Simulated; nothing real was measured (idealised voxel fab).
Process module heading - voxel released beams
The figure presents cross-section cut, which has a width of 270 nm and is divided into square cells with an edge length of 5 nm.
A cross-section in this document is a grid of square cells, and it is written down as bands, the top band listed before the ones below it; a band is made up of one or more rows of cells. First you get the band's top height and its bottom height, in nm, and then the materials it's made of, left to right, with each width in nm. If you see a single material with "throughout", that one covers the band edge to edge. "air" is empty space. Ref level 0: as-received wafer is one material below here. Bottom band extends down with no lower bound ("0 -> down"). The two numbers in a width such as "30..40" mark its ends across the band: the first belongs to the top row of cells, the second to the bottom row, and from each row to the next the width moves by the same amount. The cross-section has no changed cell in any step marked "no modifications". Basically, "Unvented internal voids" tells you about the enclosed voids: empty spaces with no open way to the top, 8 cells or bigger, each written width x height at distance, where distance is from the left edge, all in nm. On a step's line, text after the settings is the simulator commenting on that step. Each step line may optionally specify "overlay nm", which for a step with a mask gives the rightward distance between the mask's planned place and where it lay, a negative value indicating the leftward direction.
**List of planned process steps**
1) RECEIVE [material Si]
2) CONFORMAL_DEP [material Al2O3] [thk nm 10]
3) DIRECTIONAL_DEP [material SiO2] [thk nm 15]
4) PATTERN [tone open] [mask id ANCHOR] [material resist] [width nm 40] [thk nm 15] [overlay nm 0]
5) DIRECTIONAL_ETCH [etch materials SiO2] [depth nm 15]
6) STRIP [etch materials resist]
7) CONFORMAL_DEP [material polySi] [thk nm 15]
8) PATTERN [tone cover] [mask id BEAM] [material resist] [width nm 125] [thk nm 20] [overlay nm 0]
9) DIRECTIONAL_ETCH [etch materials polySi] [depth nm 15]
10) STRIP [etch materials resist]
11) STRIP [etch materials SiO2]
**Received-state cross-section, reflecting completion of step 1**
0 -> down: Si throughout
Unvented internal voids: none
**Final wafer profile in cross-section after the module, from the same start and plan as above, with one mistake made during processing**
40 -> 25: air: 70, then polySi: 125, then air: 75
25 -> 15: Al2O3 throughout
15 -> 0: SiO2 throughout
0 -> down: Si throughout
Unvented internal voids: none
Which mistake was made when the wafer was run? swap of plan steps 2 and 3 during execution
